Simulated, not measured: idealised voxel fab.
process module | voxel air gaps
cross-section cut | 205 nm wide | cells 5 nm
A cross-section is a grid of square cells, given in bands from the top down. A band is one or more rows of cells.
Each band's line starts with the height of the band's top and of its bottom, in nm. Then come its materials from left to right, each with its width in nm. One material with "throughout" fills the band from edge to edge. "air" is empty space.
Height 0 is the level under which the wafer as received is all one material. The lowest band goes on downwards, as in "0 down".
A width such as "30 to 40" changes by the same amount from each row of cells to the next, from the band's top row to its bottom row.
"no change" after a step means that no cell of the cross-section changed.
closed voids: empty space of 8 cells or more with no open way to the top, each as width x height at its distance from the left edge, in nm
after a step's settings: what the simulator itself notes on the step
overlay nm, on a step with a mask: how far to the right of its planned place the mask lay; to the left if negative
plan
1 op RECEIVE | material Si
2 op CONFORMAL_DEP | material SiO2 | thk nm 15
3 op CONFORMAL_DEP | material SiN | thk nm 5
4 op DIRECTIONAL_DEP | material lowk | thk nm 40
5 op MASKED_ETCH | tone open | mask id LINES | width nm 25 | pitch nm 55 | etch materials lowk | depth nm 40 | overlay nm 0
6 op CONFORMAL_DEP | material TiN | thk nm 5
7 op FILL_DEP | material Ru | thk nm 5
8 op CMP | height nm 60
9 op EPI | material Ru | thk nm 10
10 op SELECTIVE_ETCH | etch materials lowk | depth nm 50
11 op CONFORMAL_DEP | material SiCN | thk nm 5
as received, after step 1
  0 down: Si throughout
  closed voids: none
a wafer at the end: this start, this plan, one mistake
  75 to 70: air 15 | SiCN 175 | air 15
  70 to 60: air 15 | SiCN 5 | Ru 165 | SiCN 5 | air 15
  60 to 55: air 15 | SiCN 15 | TiN 5 | Ru 25 | TiN 5 | lowk 20 | TiN 5 | Ru 25 | TiN 5 | lowk 20 | TiN 5 | Ru 25 | TiN 5 | SiCN 15 | air 15
  55 to 25: air 25 | SiCN 5 | TiN 5 | Ru 25 | TiN 5 | lowk 20 | TiN 5 | Ru 25 | TiN 5 | lowk 20 | TiN 5 | Ru 25 | TiN 5 | SiCN 5 | air 25
  25 to 20: SiCN 30 | TiN 35 | lowk 20 | TiN 35 | lowk 20 | TiN 35 | SiCN 30
  20 to 15: SiN throughout
  15 to 0: SiO2 throughout
  0 down: Si throughout
  closed voids: none
what went wrong: step 5 ran as: op MASKED_ETCH | tone open | mask id LINES | width nm 35 | pitch nm 55 | etch materials lowk | depth nm 40 | overlay nm 0
